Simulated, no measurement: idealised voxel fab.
Process module under the name voxel lift off
Each square cell in cross-section cut measures 5 nm, and the section as a whole is 180 nm wide.
We lay out every cross-section as a grid of square cells and spell it out in bands from the top down, where one band means one or more rows of cells.
This entry defines a band. It first specifies the height of the band's top and the height of its bottom in nm, and then specifies the band's materials from left to right, stating each material with its width in nm. The word "full width" identifies a single material that fills the band from edge to edge, while the word "air" identifies empty space.
For the purposes of this specification, 0 denotes the height below which the wafer in its as-received condition is composed wholly of one material, and the lowermost band, lacking a lower limit, extends downward without end, as expressed in "z 0 and below".
With a width like "30->40", each row of cells in the band differs from the next by the same amount, the top row carrying the first number and the bottom row the second.
A step reported as "no change occurred" is a step in which no cell of the cross-section changed.
"Unvented voids": empty spaces of 8 cells or more with no open way to the top, each given as width x height at distance, distance from the left edge, all in nm.
What comes after the settings on a step's line is commentary from the simulator itself on that step.
overlay nm: for a step with a mask, the amount by which the mask lay right of where it was planned; a negative amount means left of it.
# The steps planned for the process are as follows
step 1: RECEIVE [material Si]
step 2: CONFORMAL_DEP [material SiN] [thk nm 5]
step 3: PATTERN [tone open] [mask id LINES] [material resist] [width nm 30] [pitch nm 45] [thk nm 20] [overlay nm 0]
step 4: DIRECTIONAL_DEP [material Ru] [thk nm 10]
step 5: STRIP [etch materials resist]
step 6: CONFORMAL_DEP [material SiCN] [thk nm 5]
Split variable: thk nm, step 6. Plan value = first wafer. Wafers start alike.
# The first of several wafers in cross-section, exactly as it reached us after step 1
  z 0 and below  Si full width
  Unvented voids: none
# Wafer rows, end of module: cells per material gained (+) or lost (-) since receipt; closed voids last
thk nm 5 | +36 Ru | +48 SiCN | +36 SiN | Unvented voids: none
thk nm 10 | +36 Ru | +92 SiCN | +36 SiN | Unvented voids: none
thk nm 15 | +36 Ru | +132 SiCN | +36 SiN | Unvented voids: none
thk nm 20 | +36 Ru | +172 SiCN | +36 SiN | Unvented voids: none
